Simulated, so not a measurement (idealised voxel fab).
process module | voxel spacer lines
cross-section cut | 220 nm wide | cells 5 nm
A cross-section is a grid of square cells, given in bands from the top down. A band is one or more rows of cells.
Each band's line starts with the height of the band's top and of its bottom, in nm. Then come its materials from left to right, each with its width in nm. One material with "throughout" fills the band from edge to edge. "air" is empty space.
Height 0 is the level under which the wafer as received is all one material. The lowest band goes on downwards, as in "0 down".
A width such as "30 to 40" changes by the same amount from each row of cells to the next, from the band's top row to its bottom row.
"no change" after a step means that no cell of the cross-section changed.
closed voids: empty space of 8 cells or more with no open way to the top, each as width x height at its distance from the left edge, in nm
after a step's settings: what the simulator itself notes on the step
overlay nm, on a step with a mask: how far to the right of its planned place the mask lay; to the left if negative
plan
1 op RECEIVE | material Si
2 op CONFORMAL_DEP | material Al2O3 | thk nm 10
3 op DIRECTIONAL_DEP | material TiN | thk nm 10
4 op DIRECTIONAL_DEP | material aC | thk nm 20
5 op PATTERN | tone cover | mask id MANDREL | material resist | width nm 20 | pitch nm 60 | thk nm 30 | overlay nm 0
6 op DIRECTIONAL_ETCH | etch materials aC | depth nm 20
7 op STRIP | etch materials resist
8 op CONFORMAL_DEP | material SiN | thk nm 10
9 op DIRECTIONAL_ETCH | etch materials SiN | depth nm 10
10 op STRIP | etch materials aC
11 op DIRECTIONAL_ETCH | etch materials TiN | depth nm 10
12 op STRIP | etch materials SiN
first wafer, as planned
as received, after step 1
  0 down: Si throughout
  closed voids: none
after step 2
  10 to 0: Al2O3 throughout
  below 0: unchanged
after step 3
  20 to 10: TiN throughout
  below 10: unchanged
after step 4
  40 to 20: aC throughout
  below 20: unchanged
after step 5
  70 to 40: air 40 | resist 20 | air 40 | resist 20 | air 40 | resist 20 | air 40
  below 40: unchanged
after step 6
  50 to 40: air 40 | resist 20 | air 40 | resist 20 | air 40 | resist 20 | air 40
  40 to 20: air 40 | aC 20 | air 40 | aC 20 | air 40 | aC 20 | air 40
  below 20: unchanged
after step 7
  40 to 20: air 40 | aC 20 | air 40 | aC 20 | air 40 | aC 20 | air 40
  below 20: unchanged
after step 8
  50 to 40: air 30 | SiN 40 | air 20 | SiN 40 | air 20 | SiN 40 | air 30
  40 to 30: air 30 | SiN 10 | aC 20 | SiN 10 | air 20 | SiN 10 | aC 20 | SiN 10 | air 20 | SiN 10 | aC 20 | SiN 10 | air 30
  30 to 20: SiN 40 | aC 20 | SiN 40 | aC 20 | SiN 40 | aC 20 | SiN 40
  below 20: unchanged
after step 9
  40 to 20: air 30 | SiN 10 | aC 20 | SiN 10 | air 20 | SiN 10 | aC 20 | SiN 10 | air 20 | SiN 10 | aC 20 | SiN 10 | air 30
  below 20: unchanged
after step 10
  40 to 20: air 30 | SiN 10 | air 20 | SiN 10 | air 20 | SiN 10 | air 20 | SiN 10 | air 20 | SiN 10 | air 20 | SiN 10 | air 30
  below 20: unchanged
after step 11
  40 to 20: air 30 | SiN 10 | air 20 | SiN 10 | air 20 | SiN 10 | air 20 | SiN 10 | air 20 | SiN 10 | air 20 | SiN 10 | air 30
  20 to 10: air 30 | TiN 10 | air 20 | TiN 10 | air 20 | TiN 10 | air 20 | TiN 10 | air 20 | TiN 10 | air 20 | TiN 10 | air 30
  below 10: unchanged
after step 12
  20 to 10: air 30 | TiN 10 | air 20 | TiN 10 | air 20 | TiN 10 | air 20 | TiN 10 | air 20 | TiN 10 | air 20 | TiN 10 | air 30
  below 10: unchanged
second wafer: like start, like plan, one mistake. Through step 4 it matches the first wafer
when step 5 should have ended
  70 to 40: air 30 | resist 20 | air 40 | resist 20 | air 40 | resist 20 | air 50
  below 40: unchanged
when step 6 should have ended
  50 to 40: air 30 | resist 20 | air 40 | resist 20 | air 40 | resist 20 | air 50
  40 to 20: air 30 | aC 20 | air 40 | aC 20 | air 40 | aC 20 | air 50
  below 20: unchanged
when step 7 should have ended
  40 to 20: air 30 | aC 20 | air 40 | aC 20 | air 40 | aC 20 | air 50
  below 20: unchanged
when step 8 should have ended
  50 to 40: air 20 | SiN 40 | air 20 | SiN 40 | air 20 | SiN 40 | air 40
  40 to 30: air 20 | SiN 10 | aC 20 | SiN 10 | air 20 | SiN 10 | aC 20 | SiN 10 | air 20 | SiN 10 | aC 20 | SiN 10 | air 40
  30 to 20: SiN 30 | aC 20 | SiN 40 | aC 20 | SiN 40 | aC 20 | SiN 50
  below 20: unchanged
when step 9 should have ended
  40 to 20: air 20 | SiN 10 | aC 20 | SiN 10 | air 20 | SiN 10 | aC 20 | SiN 10 | air 20 | SiN 10 | aC 20 | SiN 10 | air 40
  below 20: unchanged
when step 10 should have ended
  40 to 20: air 20 | SiN 10 | air 20 | SiN 10 | air 20 | SiN 10 | air 20 | SiN 10 | air 20 | SiN 10 | air 20 | SiN 10 | air 40
  below 20: unchanged
when step 11 should have ended
  40 to 20: air 20 | SiN 10 | air 20 | SiN 10 | air 20 | SiN 10 | air 20 | SiN 10 | air 20 | SiN 10 | air 20 | SiN 10 | air 40
  20 to 10: air 20 | TiN 10 | air 20 | TiN 10 | air 20 | TiN 10 | air 20 | TiN 10 | air 20 | TiN 10 | air 20 | TiN 10 | air 40
  below 10: unchanged
when step 12 should have ended
  20 to 10: air 20 | TiN 10 | air 20 | TiN 10 | air 20 | TiN 10 | air 20 | TiN 10 | air 20 | TiN 10 | air 20 | TiN 10 | air 40
  below 10: unchanged
what went wrong: step 5 ran as: op PATTERN | tone cover | mask id MANDREL | material resist | width nm 20 | pitch nm 60 | thk nm 30 | overlay nm -10
at the end the second wafer has, in cells: as many of each material as the first, in other places
